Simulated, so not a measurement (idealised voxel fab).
Process module name: voxel lift off
In the cross-section labelled cut, the width is 230 nm and each square cell is 5 nm.
Throughout this document, each cross-section is represented as a grid of square cells and is presented as a sequence of bands enumerated from the top downward, where a band comprises one or more rows of cells. Basically the band line says how high the top is and how high the bottom is, in nm, and then what's in it from left to right, every material with its width in nm. Empty space shows up as "air", and if a single material carries "full width" it runs the full band edge to edge. All heights in this document are referenced to 0, defined as the level beneath which the wafer, as received, consists entirely of one material. The lowest band is not bounded below; it extends indefinitely downward and is written in the form "0 nm and below". The two numbers in a width such as "30->40" mark its ends across the band: the first belongs to the top row of cells, the second to the bottom row, and from each row to the next the width moves by the same amount. Reading "nothing altered" for a step: not a cell of the cross-section changed in it. This entry, "Sealed void inventory", enumerates those empty regions of no fewer than 8 cells that possess no open connection to the top. Each region is reported in the form width x height at distance, the distance being taken from the left edge, with all three quantities expressed in nm. Text after the settings on a step's line: the simulator's own remark on that step. overlay nm: on a step with a mask, how far right of its planned place the mask lay; negative means left.
### Set out below are the planned steps of the process
1) RECEIVE: material Si
2) CONFORMAL_DEP: material SiO2, thk nm 10
3) PATTERN: tone open, mask id LINES, material resist, width nm 20, pitch nm 35, thk nm 20, overlay nm 0
4) DIRECTIONAL_DEP: material Ru, thk nm 5
5) STRIP: etch materials resist
6) CONFORMAL_DEP: material SiO2, thk nm 5
Variable across wafers: step 6 thk nm (plan value is that of the first wafer; starting state common to all).
### Sectional view: first of several wafers, as received, after step 1
> 0 nm and below  Si full width
> Sealed void inventory: none
### Per wafer, end of module: cells gained (+) or lost (-) per material since receipt, then closed voids
thk nm 5; +16 Ru; +146 SiO2; Sealed void inventory: none
thk nm 10; +16 Ru; +197 SiO2; Sealed void inventory: none
thk nm 15; +16 Ru; +245 SiO2; Sealed void inventory: none
thk nm 20; +16 Ru; +293 SiO2; Sealed void inventory: none
